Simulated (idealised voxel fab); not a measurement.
Module name: voxel ribs on slabs (process module)
Section cut is 185 nm wide and gridded with 5 nm square cells.
If you're reading a cross-section in this doc, picture square cells in a grid; it comes to you as bands, top ones listed first down to the bottom, and a band can be one or more rows of cells.
Look at the band entry: it leads with the top's height and the bottom's height in nm. Then it lists the materials left to right, with a width in nm for each. The word "throughout" on a single material says that material fills the band edge to edge. The word "blank" is empty space.
Height datum 0, below which the as-received substrate wafer is one material. Lowest band open at the bottom, running downward: "top 0, no bottom".
A two-number width, for instance "30 to 40", indicates that the width is equal to the first number in the top row of the band and to the second number in the bottom row, and that it changes by a constant amount per row of cells.
Take "remains unaltered" at face value: in the step it is given for, the cross-section changed in none of its cells.
The list in "Unvented cavities" covers empty spaces of 8 cells or more that cannot reach the top through any open way, and it gives each as width x height at distance; the distance is from the left edge, and width, height and distance are in nm.
Text after the settings on a step's line: the simulator's own remark on that step.
Each step line may optionally specify "overlay nm", which for a step with a mask gives the rightward distance between the mask's planned place and where it lay, a negative value indicating the leftward direction.
Process steps - plan
1) RECEIVE with material Si
2) DIRECTIONAL_DEP with material SiO2, thk nm 30
3) DIRECTIONAL_DEP with material SiN, thk nm 20
4) MASKED_ETCH with tone cover, mask id RIB, width nm 15, etch materials SiN, depth nm 15, overlay nm 0
5) MASKED_ETCH with tone cover, mask id SLAB, width nm 65, etch materials SiN, depth nm 5, overlay nm 0
6) FILL_DEP with material SiO2, thk nm 20
7) CMP with height nm 60
8) DIRECTIONAL_DEP with material TiN, thk nm 10
9) MASKED_ETCH with tone cover, mask id HEATER, width nm 25, etch materials TiN, depth nm 10, overlay nm 0
10) CONFORMAL_DEP with material SiN, thk nm 5
Wafer as received: cross-section following step 1
* top 0, no bottom | Si throughout
* Unvented cavities: none
Here's the cross-section of the first of our two wafers at the end of the module - it ran as planned
* top 75, bottom 70 | blank (75) / SiN (35) / blank (75)
* top 70, bottom 65 | blank (75) / SiN (5) / TiN (25) / SiN (5) / blank (75)
* top 65, bottom 60 | SiN (80) / TiN (25) / SiN (80)
* top 60, bottom 50 | SiO2 throughout
* top 50, bottom 35 | SiO2 (85) / SiN (15) / SiO2 (85)
* top 35, bottom 30 | SiO2 (60) / SiN (65) / SiO2 (60)
* top 30, bottom 0 | SiO2 throughout
* top 0, no bottom | Si throughout
* Unvented cavities: none
Same start, same plan as the first wafer - but one mistake in the run. Cross-section of the second of the two at the end of the module
* top 75, bottom 70 | blank (75) / SiN (35) / blank (75)
* top 70, bottom 65 | blank (75) / SiN (5) / TiN (25) / SiN (5) / blank (75)
* top 65, bottom 60 | SiN (80) / TiN (25) / SiN (80)
* top 60, bottom 50 | SiO2 throughout
* top 50, bottom 35 | SiO2 (85) / SiN (15) / SiO2 (85)
* top 35, bottom 30 | SiO2 (55) / SiN (75) / SiO2 (55)
* top 30, bottom 0 | SiO2 throughout
* top 0, no bottom | Si throughout
* Unvented cavities: none
Error vs. plan: for step 5, the planned setting was not used; the step was instead run as MASKED_ETCH with tone cover, mask id SLAB, width nm 75, etch materials SiN, depth nm 5, overlay nm 0
Count the cells at the end and the second wafer has more or fewer of some materials than the first: 2 more of SiN; 2 fewer of SiO2
